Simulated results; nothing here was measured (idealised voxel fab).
process module | voxel self aligned contacts
cross-section cut | 250 nm wide | cells 5 nm
A cross-section is a grid of square cells, given in bands from the top down. A band is one or more rows of cells.
Each band's line starts with the height of the band's top and of its bottom, in nm. Then come its materials from left to right, each with its width in nm. One material with "throughout" fills the band from edge to edge. "air" is empty space.
Height 0 is the level under which the wafer as received is all one material. The lowest band goes on downwards, as in "0 down".
A width such as "30 to 40" changes by the same amount from each row of cells to the next, from the band's top row to its bottom row.
"no change" after a step means that no cell of the cross-section changed.
closed voids: empty space of 8 cells or more with no open way to the top, each as width x height at its distance from the left edge, in nm
after a step's settings: what the simulator itself notes on the step
overlay nm, on a step with a mask: how far to the right of its planned place the mask lay; to the left if negative
plan
1 op RECEIVE | material Si
2 op CONFORMAL_DEP | material SiO2 | thk nm 5
3 op DIRECTIONAL_DEP | material polySi | thk nm 25
4 op DIRECTIONAL_DEP | material SiN | thk nm 20
5 op DIRECTIONAL_DEP | material aC | thk nm 10
6 op PATTERN | tone cover | mask id GATE | material resist | width nm 35 | pitch nm 70 | thk nm 30 | overlay nm 0
7 op DIRECTIONAL_ETCH | etch materials aC | depth nm 10
8 op STRIP | etch materials resist
9 op DIRECTIONAL_ETCH | etch materials SiN | depth nm 20
10 op DIRECTIONAL_ETCH | etch materials polySi | depth nm 25
11 op STRIP | etch materials aC
12 op CONFORMAL_DEP | material SiN | thk nm 5
13 op DIRECTIONAL_ETCH | etch materials SiN | depth nm 5
14 op FILL_DEP | material SiO2 | thk nm 15
15 op CMP | height nm 60
16 op DIRECTIONAL_DEP | material aC | thk nm 10
17 op PATTERN | tone open | mask id CONTACT | material resist | width nm 55 | pitch nm 70 | thk nm 25 | overlay nm 0
18 op DIRECTIONAL_ETCH | etch materials aC | depth nm 10
19 op STRIP | etch materials resist
20 op DIRECTIONAL_ETCH | etch materials SiO2 | depth nm 60
21 op STRIP | etch materials aC
22 op CONFORMAL_DEP | material TiN | thk nm 5
23 op FILL_DEP | material Ru | thk nm 10
24 op CMP | height nm 60
25 op CONFORMAL_DEP | material SiN | thk nm 5
as received, after step 1
  0 down: Si throughout
  closed voids: none
first wafer at the end, as planned
  65 to 60: SiN throughout
  60 to 50: SiO2 60 | TiN 5 to 20 | Ru 45 to 15 | TiN 5 to 20 | SiO2 15 | TiN 5 to 20 | Ru 45 to 15 | TiN 5 to 20 | SiO2 65
  50 to 30: SiO2 30 | SiN 45 | TiN 5 | Ru 15 | TiN 5 | SiN 45 | TiN 5 | Ru 15 | TiN 5 | SiN 45 | SiO2 35
  30 to 5: SiO2 30 | SiN 5 | polySi 35 | SiN 5 | TiN 5 | Ru 15 | TiN 5 | SiN 5 | polySi 35 | SiN 5 | TiN 5 | Ru 15 | TiN 5 | SiN 5 | polySi 35 | SiN 5 | SiO2 35
  5 to 0: SiO2 75 | TiN 25 | SiO2 45 | TiN 25 | SiO2 80
  0 down: Si throughout
  closed voids: none
second wafer at the end: like start, like plan, one mistake
  65 to 60: SiN throughout
  60 to 50: SiO2 60 | TiN 5 to 30 | Ru 45 to 15 | TiN 5 to 10 | SiO2 15 | TiN 5 to 30 | Ru 45 to 15 | TiN 5 to 10 | SiO2 65
  50 to 30: SiO2 40 | SiN 45 | TiN 5 | Ru 15 | TiN 5 | SiN 45 | TiN 5 | Ru 15 | TiN 5 | SiN 45 | SiO2 25
  30 to 5: SiO2 40 | SiN 5 | polySi 35 | SiN 5 | TiN 5 | Ru 15 | TiN 5 | SiN 5 | polySi 35 | SiN 5 | TiN 5 | Ru 15 | TiN 5 | SiN 5 | polySi 35 | SiN 5 | SiO2 25
  5 to 0: SiO2 85 | TiN 25 | SiO2 45 | TiN 25 | SiO2 70
  0 down: Si throughout
  closed voids: none
what went wrong: step 6 ran as: op PATTERN | tone cover | mask id GATE | material resist | width nm 35 | pitch nm 70 | thk nm 30 | overlay nm 10
at the end the second wafer has, in cells: as many of each material as the first, in other places
